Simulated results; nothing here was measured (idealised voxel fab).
A process module follows: voxel air gaps.
Square cell edge 5 nm, section width 220 nm, ID cut.
Cross-section, as written here: a square-cell grid given band by band from the top down, where a band holds one or more rows of cells.
Quick guide to a band line: top height, bottom height (nm) up front; then every material left to right with its width in nm. Only one material and it's marked "all across"? Then it fills the band edge to edge. And "empty" just means empty space.
The level at which height equals 0 is the one under which the wafer, as it arrives, is entirely one material. No lower edge exists for the bottom band, which continues downward and is notated as in "from 0 down".
Per-row width for "30->40": begins at first number (top row of band), ends at second number (bottom row), increment between rows held constant.
Take "stayed the same" at face value: in the step it is given for, the cross-section changed in none of its cells.
Enclosed voids (no open way to top), threshold 8 cells or more, entry "Enclosed internal voids", notation width x height at distance, distance from left edge, nm.
Where a step's line continues beyond its settings, the continuation is a remark by the simulator itself on that step.
The optional step-line setting "overlay nm" applies to steps with a mask and quantifies how far to the right of its planned location the mask lay, a negative value indicating leftward placement.
Process steps - plan
1,RECEIVE (material Si)
2,CONFORMAL_DEP (material SiO2; thk nm 10)
3,CONFORMAL_DEP (material SiN; thk nm 5)
4,DIRECTIONAL_DEP (material SiO2; thk nm 40)
5,MASKED_ETCH (tone open; mask id LINES; width nm 15; pitch nm 40; etch materials SiO2; depth nm 40; overlay nm -15)
6,CONFORMAL_DEP (material TiN; thk nm 5)
7,FILL_DEP (material Ru; thk nm 5)
8,CMP (height nm 55)
9,EPI (material Ru; thk nm 10)
10,SELECTIVE_ETCH (etch materials SiO2; depth nm 50)
11,CONFORMAL_DEP (material SiCN; thk nm 5)
Heads up: all these wafers start the same, and what changes between them is the overlay nm in step 5. The value you see in the plan is just what the first wafer got.
Cross-section of the first of several received wafers, showing its state after step 1
* from 0 down | Si all across
* Enclosed internal voids: none
Here's the first of several wafers in cross-section, end of the module, after the last step, step 11
* from 70 to 65 | empty=30  SiCN=125  empty=65
* from 65 to 55 | empty=30  SiCN=5  Ru=35  SiCN=5  Ru=35  SiCN=5  Ru=35  SiCN=5  empty=65
* from 55 to 50 | empty=30  SiCN=15  TiN=5  Ru=5  TiN=5  SiCN=25  TiN=5  Ru=5  TiN=5  SiCN=25  TiN=5  Ru=5  TiN=5  SiCN=15  empty=65
* from 50 to 20 | empty=40  SiCN=5  TiN=5  Ru=5  TiN=5  SiCN=5  empty=15  SiCN=5  TiN=5  Ru=5  TiN=5  SiCN=5  empty=15  SiCN=5  TiN=5  Ru=5  TiN=5  SiCN=5  empty=75
* from 20 to 15 | SiCN=45  TiN=15  SiCN=25  TiN=15  SiCN=25  TiN=15  SiCN=80
* from 15 to 10 | SiN all across
* from 10 to 0 | SiO2 all across
* from 0 down | Si all across
* Enclosed internal voids: 15 x 30 at 65; 15 x 30 at 105
Of the several wafers, the last: cross-section at the end of the module
* from 70 to 65 | empty=60  SiCN=125  empty=35
* from 65 to 55 | empty=60  SiCN=5  Ru=35  SiCN=5  Ru=35  SiCN=5  Ru=35  SiCN=5  empty=35
* from 55 to 50 | empty=60  SiCN=15  TiN=5  Ru=5  TiN=5  SiCN=25  TiN=5  Ru=5  TiN=5  SiCN=25  TiN=5  Ru=5  TiN=5  SiCN=15  empty=35
* from 50 to 20 | empty=70  SiCN=5  TiN=5  Ru=5  TiN=5  SiCN=5  empty=15  SiCN=5  TiN=5  Ru=5  TiN=5  SiCN=5  empty=15  SiCN=5  TiN=5  Ru=5  TiN=5  SiCN=5  empty=45
* from 20 to 15 | SiCN=75  TiN=15  SiCN=25  TiN=15  SiCN=25  TiN=15  SiCN=50
* from 15 to 10 | SiN all across
* from 10 to 0 | SiO2 all across
* from 0 down | Si all across
* Enclosed internal voids: 15 x 30 at 95; 15 x 30 at 135
Each row below is a wafer at the end of the module, listing for every material the number of cells it has gained (+) or lost (-) since it was received, followed by its closed voids
overlay nm -15; +63 Ru; +120 SiCN; +44 SiN; +88 SiO2; +51 TiN; Enclosed internal voids: 15 x 30 at 65; 15 x 30 at 105
overlay nm -10; +63 Ru; +120 SiCN; +44 SiN; +88 SiO2; +51 TiN; Enclosed internal voids: 15 x 30 at 70; 15 x 30 at 110
overlay nm -5; +63 Ru; +120 SiCN; +44 SiN; +88 SiO2; +51 TiN; Enclosed internal voids: 15 x 30 at 75; 15 x 30 at 115
overlay nm 0; +63 Ru; +120 SiCN; +44 SiN; +88 SiO2; +51 TiN; Enclosed internal voids: 15 x 30 at 80; 15 x 30 at 120
overlay nm 5; +63 Ru; +120 SiCN; +44 SiN; +88 SiO2; +51 TiN; Enclosed internal voids: 15 x 30 at 85; 15 x 30 at 125
overlay nm 10; +63 Ru; +120 SiCN; +44 SiN; +88 SiO2; +51 TiN; Enclosed internal voids: 15 x 30 at 90; 15 x 30 at 130
overlay nm 15; +63 Ru; +120 SiCN; +44 SiN; +88 SiO2; +51 TiN; Enclosed internal voids: 15 x 30 at 95; 15 x 30 at 135
